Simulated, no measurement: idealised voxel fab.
process module | voxel lift off
cross-section cut | 195 nm wide | cells 5 nm
A cross-section is a grid of square cells, given in bands from the top down. A band is one or more rows of cells.
Each band's line starts with the height of the band's top and of its bottom, in nm. Then come its materials from left to right, each with its width in nm. One material with "throughout" fills the band from edge to edge. "air" is empty space.
Height 0 is the level under which the wafer as received is all one material. The lowest band goes on downwards, as in "0 down".
A width such as "30 to 40" changes by the same amount from each row of cells to the next, from the band's top row to its bottom row.
"no change" after a step means that no cell of the cross-section changed.
closed voids: empty space of 8 cells or more with no open way to the top, each as width x height at its distance from the left edge, in nm
after a step's settings: what the simulator itself notes on the step
overlay nm, on a step with a mask: how far to the right of its planned place the mask lay; to the left if negative
plan
1 op RECEIVE | material Si
2 op CONFORMAL_DEP | material SiO2 | thk nm 5
3 op PATTERN | tone open | mask id LINES | material resist | width nm 30 | pitch nm 55 | thk nm 15 | overlay nm 0
4 op DIRECTIONAL_DEP | material Ru | thk nm 5
5 op STRIP | etch materials resist
6 op CONFORMAL_DEP | material SiO2 | thk nm 10
first wafer, as planned
as received, after step 1
  0 down: Si throughout
  closed voids: none
after step 2
  5 to 0: SiO2 throughout
  below 0: unchanged
after step 3
  20 to 5: resist 55 | air 30 | resist 25 | air 30 | resist 55
  below 5: unchanged
after step 4
  25 to 20: Ru 55 | air 30 | Ru 25 | air 30 | Ru 55
  20 to 10: resist 55 | air 30 | resist 25 | air 30 | resist 55
  10 to 5: resist 55 | Ru 30 | resist 25 | Ru 30 | resist 55
  below 5: unchanged
after step 5
  10 to 5: air 55 | Ru 30 | air 25 | Ru 30 | air 55
  below 5: unchanged
after step 6
  20 to 15: air 45 | SiO2 50 | air 5 | SiO2 50 | air 45
  15 to 10: SiO2 throughout
  10 to 5: SiO2 55 | Ru 30 | SiO2 25 | Ru 30 | SiO2 55
  below 5: unchanged
second wafer: like start, like plan, one mistake. Through step 3 it matches the first wafer
when step 4 should have ended: no change
when step 5 should have ended
  5 to 0: SiO2 throughout
  below 0: unchanged
when step 6 should have ended
  15 to 0: SiO2 throughout
  below 0: unchanged
what went wrong: step 4 was left out
at the end the second wafer has, in cells: 12 fewer of Ru | 8 fewer of SiO2
